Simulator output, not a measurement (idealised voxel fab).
Process module name: voxel trench capacitor
The cross-section shown here is cut; it is 245 nm wide and divided into square cells measuring 5 nm on a side.
This document writes a cross-section as a grid whose cells are square, and gives it as bands, listed from the top down; one or more rows of cells form a band.
For a band, the entry starts with two heights in nm, that of the top and then that of the bottom, and carries on with the band's materials in order from left to right, each alongside its width in nm; the word "all across" beside a single material means it fills the band edge to edge, and "empty" means empty space.
Height reference: 0 = level under which incoming wafer is all one material. Lowest band: no bottom, runs on downward, e.g. "0 nm and below".
A two-number width, for instance "30->40", indicates that the width is equal to the first number in the top row of the band and to the second number in the bottom row, and that it changes by a constant amount per row of cells.
"identical to before" -> step changed no cross-section cell.
Under "Enclosed internal cavities" you'll find the enclosed gaps, the ones with no way out to the top, that are 8 cells or bigger; each reads width x height at distance, with distance counted from the left edge, everything in nm.
On each step's line, the part that comes after the settings is the simulator's own comment on the step.
A step line may carry the setting "overlay nm", which, for steps involving a mask, states the distance by which the mask lay to the right of its intended position; negative values denote displacement to the left.
HERE'S WHAT THE PLANNED PROCESS STEPS LOOK LIKE
1 RECEIVE [material Si]
2 CONFORMAL_DEP [material SiN] [thk nm 5]
3 PATTERN [tone open] [mask id TRENCH] [material resist] [width nm 20] [pitch nm 45] [thk nm 15] [overlay nm 0]
4 DIRECTIONAL_ETCH [etch materials SiN] [depth nm 5]
5 DIRECTIONAL_ETCH [etch materials Si] [depth nm 40]
6 STRIP [etch materials resist]
7 CONFORMAL_DEP [material HfO2] [thk nm 5]
8 CONFORMAL_DEP [material TiN] [thk nm 5]
9 FILL_DEP [material W] [thk nm 5]
10 CMP [height nm 5]
Heads up: all these wafers start the same, and what changes between them is the width nm in step 3. The value you see in the plan is just what the first wafer got.
FIRST WAFER AS RECEIVED, AFTER STEP 1
- 0 nm and below  Si all across
- Enclosed internal cavities: none
BASICALLY EACH WAFER GETS A LINE IN THE TABLE, SHOWING IT AT THE END OF THE MODULE: MATERIAL BY MATERIAL, THE CELLS IT GAINED (+) OR LOST (-) SINCE WE GOT IT, THEN ITS CLOSED VOIDS
width nm 20; +80 HfO2; -128 Si; +33 SiN; +64 TiN; Enclosed internal cavities: none
width nm 25; +84 HfO2; -160 Si; +29 SiN; +68 TiN; +28 W; Enclosed internal cavities: none
width nm 30; +88 HfO2; -192 Si; +25 SiN; +72 TiN; +56 W; Enclosed internal cavities: none
